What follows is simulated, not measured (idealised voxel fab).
This is a process module. Its name is voxel self aligned contacts.
Cross-sectional view cut (width: 205 nm; square cell size: 5 nm).
Cross-sections here: square-cell grids, written as top-down lists of bands, a band being one or more rows of cells.
Heads up on the band format: heights come first, top then bottom, in nm. After that it's the materials left to right, each with its width in nm. A single material flagged "full width" fills the whole band edge to edge, and "empty" means there's empty space there.
Heights from 0 (as-received wafer is one material below). Bottom band endless downward, as "z 0 and below".
With a width like "30->40", each row of cells in the band differs from the next by the same amount, the top row carrying the first number and the bottom row the second.
You'll sometimes find "nothing got changed" written for a step, and that's the way of saying that nowhere in the cross-section did a cell change during that step.
Look at "Closed void listing" for the closed voids: empty spaces with no open path to the top, sized 8 cells or up. Each is width x height at distance, distance from the left edge, all nm.
It should be noted that, on the line of a given step, the content following the step's settings is a remark produced by the simulator itself with respect to that step.
What "overlay nm" on a step's line means: if the step has a mask, that mask lay this far to the right of its planned place, or, when the value is negative, to the left.
# Set out below are the planned steps of the process
1,RECEIVE,material Si
2,OXIDIZE,depth nm 5
3,DIRECTIONAL_DEP,material polySi,thk nm 30
4,DIRECTIONAL_DEP,material SiN,thk nm 20
5,MASKED_ETCH,tone cover,mask id GATE,width nm 25,pitch nm 50,etch materials SiN,depth nm 20,overlay nm 0
6,MASKED_ETCH,tone cover,mask id GATE,width nm 25,pitch nm 50,etch materials polySi,depth nm 20,overlay nm 0
7,CONFORMAL_DEP,material SiN,thk nm 5
8,DIRECTIONAL_ETCH,etch materials SiN,depth nm 5
9,FILL_DEP,material SiO2,thk nm 10
10,CMP,height nm 55
11,DIRECTIONAL_DEP,material aC,thk nm 10
12,PATTERN,tone open,mask id CONTACT,material resist,width nm 35,thk nm 25,overlay nm 0
13,DIRECTIONAL_ETCH,etch materials aC,depth nm 10
14,STRIP,etch materials resist
15,DIRECTIONAL_ETCH,etch materials SiO2,depth nm 60
16,STRIP,etch materials aC
17,CONFORMAL_DEP,material TiN,thk nm 5
18,FILL_DEP,material W,thk nm 10
19,CMP,height nm 55
20,CONFORMAL_DEP,material SiCN,thk nm 5
All wafers enter the flow in the same state. The depth nm at step 6 differs from wafer to wafer, and the plan gives the value for the first wafer.
# Cut through the first of several wafers as received, post step 1
    z 0 and below: Si full width
    Closed void listing: none
# The table below has one row for each wafer; a row shows, as of the end of the module, how many cells of each material the wafer has gained, marked (+), or lost, marked (-), since it was received, and then the wafer's closed voids
depth nm 20, -41 Si, +41 SiCN, +72 SiN, +267 SiO2, +23 TiN, +8 W, +122 polySi, Closed void listing: none
depth nm 25, -41 Si, +41 SiCN, +76 SiN, +291 SiO2, +25 TiN, +9 W, +91 polySi, Closed void listing: none
depth nm 30, -41 Si, +41 SiCN, +80 SiN, +312 SiO2, +29 TiN, +11 W, +60 polySi, Closed void listing: none
depth nm 35, -41 Si, +41 SiCN, +80 SiN, +312 SiO2, +29 TiN, +11 W, +60 polySi, Closed void listing: none
depth nm 40, -41 Si, +41 SiCN, +80 SiN, +312 SiO2, +29 TiN, +11 W, +60 polySi, Closed void listing: none
depth nm 45, -41 Si, +41 SiCN, +80 SiN, +312 SiO2, +29 TiN, +11 W, +60 polySi, Closed void listing: none
